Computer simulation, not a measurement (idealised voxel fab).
The document below concerns the process module designated voxel gate over fins.
The width of the displayed cross-section, cut, is 240 nm; its cells are square, with a size of 5 nm.
Bands, listed from the top down, are how a cross-section gets written in this document; the cross-section itself is a grid of square cells, and a band is one or more rows of them.
What a band's entry tells you: where the top is and where the bottom is, as heights in nm, and after that what lies inside, material by material from left to right, each with its width in nm. Empty space is written as the word "empty", and a single material marked with the word "all across" occupies the band from edge to edge.
For the purposes of this specification, 0 denotes the height below which the wafer in its as-received condition is composed wholly of one material, and the lowermost band, lacking a lower limit, extends downward without end, as expressed in "0..down".
When a width is written as two numbers, as in "30..40", the first number is the width in the top row of cells of the band and the second is the width in its bottom row, and the width changes by the same amount from each row to the next.
"identical to before" means the step left every cell of the cross-section as it was.
The list in "Trapped void list" covers empty spaces of 8 cells or more that cannot reach the top through any open way, and it gives each as width x height at distance; the distance is from the left edge, and width, height and distance are in nm.
On a step's line, text after the settings is the simulator commenting on that step.
For masked steps, "overlay nm" on the step line gives how far right of plan the mask actually lay; a minus sign means it lay to the left.

**The planned process steps are enumerated hereunder**
1 RECEIVE, material Si
2 CONFORMAL_DEP, material SiN, thk nm 10
3 PATTERN, tone cover, mask id FINS, material resist, width nm 15, pitch nm 35, thk nm 15, overlay nm 0
4 DIRECTIONAL_ETCH, etch materials SiN, depth nm 10
5 DIRECTIONAL_ETCH, etch materials Si, depth nm 40
6 STRIP, etch materials resist
7 FILL_DEP, material SiO2, thk nm 10
8 CMP, height nm 10
9 SELECTIVE_ETCH, etch materials SiO2, depth nm 20
10 STRIP, etch materials SiN
11 CONFORMAL_DEP, material HfO2, thk nm 5
12 CONFORMAL_DEP, material TiN, thk nm 5
13 CONFORMAL_DEP, material TiAl, thk nm 5
14 CONFORMAL_DEP, material TiN, thk nm 5
15 FILL_DEP, material W, thk nm 10
16 CMP, height nm 25
17 CONFORMAL_DEP, material SiCN, thk nm 10

**as received, after step 1**
> 0..down = Si all across
> Trapped void list: none

**Wafer cross-section at module end: first of two, run to plan**
> 35..25 = SiCN all across
> 25..20 = W all across
> 20..15 = W: 55; TiN: 125; W: 60
> 15..10 = W: 55; TiN: 5; TiAl: 115; TiN: 5; W: 60
> 10..5 = TiN: 60; TiAl: 5; TiN: 105; TiAl: 5; TiN: 65
> 5..0 = TiAl: 65; TiN: 5; HfO2: 25; TiN: 10; HfO2: 25; TiN: 10; HfO2: 25; TiN: 5; TiAl: 70
> 0..-5 = TiN: 70; HfO2: 5; Si: 15; HfO2: 5; TiN: 10; HfO2: 5; Si: 15; HfO2: 5; TiN: 10; HfO2: 5; Si: 15; HfO2: 5; TiN: 75
> -5..-10 = HfO2: 75; Si: 15; HfO2: 20; Si: 15; HfO2: 20; Si: 15; HfO2: 80
> -10..-40 = SiO2: 75; Si: 15; SiO2: 20; Si: 15; SiO2: 20; Si: 15; SiO2: 80
> -40..down = Si all across
> Trapped void list: none

**Cross-sectional view of the second of two wafers upon completion of the module. This wafer shared its starting condition and process plan with the first; one error was made during its execution**
> 35..25 = SiCN all across
> 25..20 = W all across
> 20..15 = TiN all across
> 15..10 = TiAl all across
> 10..5 = TiN all across
> 5..0 = HfO2: 80; TiN: 5; HfO2: 30; TiN: 5; HfO2: 30; TiN: 5; HfO2: 85
> 0..-5 = Si: 75; HfO2: 5; TiN: 5; HfO2: 5; Si: 20; HfO2: 5; TiN: 5; HfO2: 5; Si: 20; HfO2: 5; TiN: 5; HfO2: 5; Si: 80
> -5..-10 = Si: 75; HfO2: 15; Si: 20; HfO2: 15; Si: 20; HfO2: 15; Si: 80
> -10..-40 = Si: 75; SiO2: 15; Si: 20; SiO2: 15; Si: 20; SiO2: 15; Si: 80
> -40..down = Si all across
> Trapped void list: none
Run error: step 3 did not happen as planned, as run it was PATTERN, tone open, mask id FINS, material resist, width nm 15, pitch nm 35, thk nm 15, overlay nm 0
Once processing is complete, comparing cell counts shows that the second wafer has more or fewer of certain materials than the first: Si: 240 more; SiO2: 180 fewer; TiAl: 4 fewer; TiN: 10 fewer; W: 46 fewer
